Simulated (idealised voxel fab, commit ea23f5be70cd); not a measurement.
Name of the process module below: voxel self aligned contacts
Cross-sectional view cut (width: 265 nm; square cell size: 5 nm).
When this document writes out a cross-section, it uses a grid of square cells and lists it as bands, beginning at the top and moving down, with a band standing for one or more rows of cells. Heights first: top, then bottom, in nm. Then materials, left to right, each with a width in nm. "edge to edge" on a single material: fills the band edge to edge. "blank": empty space. All heights in this document are referenced to 0, defined as the level beneath which the wafer, as received, consists entirely of one material. The lowest band is not bounded below; it extends indefinitely downward and is written in the form "top 0, no bottom". Quick explanation for "30 to 40": the width changes in equal steps down the rows of cells, from the first number in the band's top row to the second number in its bottom row. Given "remained unchanged" for a step, no cell of the cross-section differs between before and after that step. In "Entrapped void list" the enclosed voids are listed, meaning empty spaces of 8 cells or larger without any opening to the top. The form is width x height at distance, distance from the left edge, units nm. Text after the settings on a step's line: the simulator's own remark on that step. overlay nm: mask right of planned place by this much (step with mask). Neg. = left.
### Intended process steps
1. RECEIVE (material Si)
2. OXIDIZE (depth nm 5)
3. DIRECTIONAL_DEP (material polySi; thk nm 30)
4. DIRECTIONAL_DEP (material SiN; thk nm 15)
5. PATTERN (tone cover; mask id GATE; material resist; width nm 25; pitch nm 60; thk nm 20; overlay nm -15)
6. DIRECTIONAL_ETCH (etch materials SiN; depth nm 15)
7. DIRECTIONAL_ETCH (etch materials polySi; depth nm 30)
8. STRIP (etch materials resist)
9. CONFORMAL_DEP (material SiN; thk nm 5)
10. DIRECTIONAL_ETCH (etch materials SiN; depth nm 5)
11. FILL_DEP (material SiO2; thk nm 15)
12. CMP (height nm 55)
13. MASKED_ETCH (tone open; mask id CONTACT; width nm 45; pitch nm 60; etch materials SiO2; depth nm 60; overlay nm 0)
14. CONFORMAL_DEP (material TiN; thk nm 5)
15. FILL_DEP (material Ru; thk nm 5)
16. CMP (height nm 55)
17. CONFORMAL_DEP (material SiCN; thk nm 5)
Every wafer here starts from the same state; it is the step 5 overlay nm that distinguishes them, and the value the plan gives belongs to the first wafer.
### Cross-section of the first of several wafers as received (after step 1)
top 0, no bottom | Si edge to edge
Entrapped void list: none
### Once step 17, the last step, is complete, the module is at its end; this is the cross-section of the first of several wafers
top 60, bottom 55 | SiCN edge to edge
top 55, bottom 45 | 80 of SiO2; 5 of TiN; 35 to 10 of Ru; 5 to 30 of TiN; 15 of SiO2; 5 of TiN; 35 to 10 of Ru; 5 to 30 of TiN; 80 of SiO2
top 45, bottom 30 | 40 of SiO2; 35 of SiN; 5 of SiO2; 5 of TiN; 10 of Ru; 5 of TiN; 35 of SiN; 5 of SiO2; 5 of TiN; 10 of Ru; 5 of TiN; 35 of SiN; 70 of SiO2
top 30, bottom 0 | 40 of SiO2; 5 of SiN; 25 of polySi; 5 of SiN; 5 of SiO2; 5 of TiN; 10 of Ru; 5 of TiN; 5 of SiN; 25 of polySi; 5 of SiN; 5 of SiO2; 5 of TiN; 10 of Ru; 5 of TiN; 5 of SiN; 25 of polySi; 5 of SiN; 70 of SiO2
top 0, bottom -5 | 80 of SiO2; 20 of TiN; 40 of SiO2; 20 of TiN; 105 of SiO2
top -5, no bottom | Si edge to edge
Entrapped void list: none
### Wafer cross-section (last wafer, module end)
top 60, bottom 55 | SiCN edge to edge
top 55, bottom 45 | 80 of SiO2; 5 to 30 of TiN; 35 to 10 of Ru; 5 of TiN; 15 of SiO2; 5 to 30 of TiN; 35 to 10 of Ru; 5 of TiN; 80 of SiO2
top 45, bottom 30 | 70 of SiO2; 35 of SiN; 5 of TiN; 10 of Ru; 5 of TiN; 5 of SiO2; 35 of SiN; 5 of TiN; 10 of Ru; 5 of TiN; 5 of SiO2; 35 of SiN; 40 of SiO2
top 30, bottom 0 | 70 of SiO2; 5 of SiN; 25 of polySi; 5 of SiN; 5 of TiN; 10 of Ru; 5 of TiN; 5 of SiO2; 5 of SiN; 25 of polySi; 5 of SiN; 5 of TiN; 10 of Ru; 5 of TiN; 5 of SiO2; 5 of SiN; 25 of polySi; 5 of SiN; 40 of SiO2
top 0, bottom -5 | 105 of SiO2; 20 of TiN; 40 of SiO2; 20 of TiN; 80 of SiO2
top -5, no bottom | Si edge to edge
Entrapped void list: none
### Per-wafer rows below. For each material: cells gained (+) or lost (-) since the wafer was received, as of end of module. Then: closed voids
overlay nm -15; +54 Ru; -53 Si; +53 SiCN; +99 SiN; +331 SiO2; +62 TiN; +90 polySi; Entrapped void list: none
overlay nm -10; +74 Ru; -53 Si; +53 SiCN; +99 SiN; +311 SiO2; +62 TiN; +90 polySi; Entrapped void list: none
overlay nm -5; +74 Ru; -53 Si; +53 SiCN; +99 SiN; +311 SiO2; +62 TiN; +90 polySi; Entrapped void list: none
overlay nm 0; +74 Ru; -53 Si; +53 SiCN; +99 SiN; +311 SiO2; +62 TiN; +90 polySi; Entrapped void list: none
overlay nm 5; +74 Ru; -53 Si; +53 SiCN; +99 SiN; +311 SiO2; +62 TiN; +90 polySi; Entrapped void list: none
overlay nm 10; +74 Ru; -53 Si; +53 SiCN; +99 SiN; +311 SiO2; +62 TiN; +90 polySi; Entrapped void list: none
overlay nm 15; +54 Ru; -53 Si; +53 SiCN; +99 SiN; +331 SiO2; +62 TiN; +90 polySi; Entrapped void list: none
